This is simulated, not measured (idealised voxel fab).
The name of this process module is voxel spacer lines.
For reference, the cross-section in this document is cut, with width 185 nm and square cells of 5 nm.
Format of a cross-section: grid, square cells. Given as bands. Order: top down. Band: one or more rows of cells.
In this notation a band is specified by the heights of its top and bottom, in that order and in nm, after which its materials appear from left to right, each paired with its width in nm. The word "throughout" attached to a single material means that material fills the band from edge to edge; the word "air" stands for empty space.
Zero point of the height axis is 0; under it, received wafer = one material. Lowest band: continues down indefinitely, "0 down".
The two numbers in a width such as "30..40" mark its ends across the band: the first belongs to the top row of cells, the second to the bottom row, and from each row to the next the width moves by the same amount.
Step note "nothing different" = no cross-section cell changed.
Basically, "Enclosed void catalog" tells you about the enclosed voids: empty spaces with no open way to the top, 8 cells or bigger, each written width x height at distance, where distance is from the left edge, all in nm.
Where a step's line continues beyond its settings, the continuation is a remark by the simulator itself on that step.
"overlay nm" answers the question of how far to the right of plan the mask lay on a step that has a mask, and when it is negative the answer is to the left.

# Steps planned for the process
step 1: RECEIVE: material Si
step 2: CONFORMAL_DEP: material Al2O3, thk nm 10
step 3: DIRECTIONAL_DEP: material SiN, thk nm 10
step 4: DIRECTIONAL_DEP: material polySi, thk nm 30
step 5: PATTERN: tone cover, mask id MANDREL, material resist, width nm 20, pitch nm 60, thk nm 40, overlay nm -5
step 6: DIRECTIONAL_ETCH: etch materials polySi, depth nm 30
step 7: STRIP: etch materials resist
step 8: CONFORMAL_DEP: material SiO2, thk nm 10
step 9: DIRECTIONAL_ETCH: etch materials SiO2, depth nm 10
step 10: STRIP: etch materials polySi
step 11: DIRECTIONAL_ETCH: etch materials SiN, depth nm 10
step 12: STRIP: etch materials SiO2
For this document, wafers share an identical start and vary in the step 5 overlay nm; the plan quotes the first wafer's value.

# Cross-section of the first of several wafers as received (after step 1)
	0 down: Si throughout
	Enclosed void catalog: none

# Last step of the module is step 12; after it, the first of several wafers in cross-section
	20 to 10: 5 of air, 10 of SiN, 20 of air, 10 of SiN, 20 of air, 10 of SiN, 20 of air, 10 of SiN, 20 of air, 10 of SiN, 20 of air, 10 of SiN, 20 of air
	10 to 0: Al2O3 throughout
	0 down: Si throughout
	Enclosed void catalog: none

# Module end, final wafer: cross-section
	20 to 10: 20 of air, 10 of SiN, 20 of air, 10 of SiN, 20 of air, 10 of SiN, 20 of air, 10 of SiN, 20 of air, 10 of SiN, 20 of air, 10 of SiN, 5 of air
	10 to 0: Al2O3 throughout
	0 down: Si throughout
	Enclosed void catalog: none

# Where each wafer stands at the end of the module, a row apiece: cells of each material gained (+) or lost (-) since it was received, then closed voids
overlay nm -5 | +74 Al2O3 | +24 SiN | Enclosed void catalog: none
overlay nm 0 | +74 Al2O3 | +24 SiN | Enclosed void catalog: none
overlay nm 5 | +74 Al2O3 | +24 SiN | Enclosed void catalog: none
overlay nm 10 | +74 Al2O3 | +24 SiN | Enclosed void catalog: none
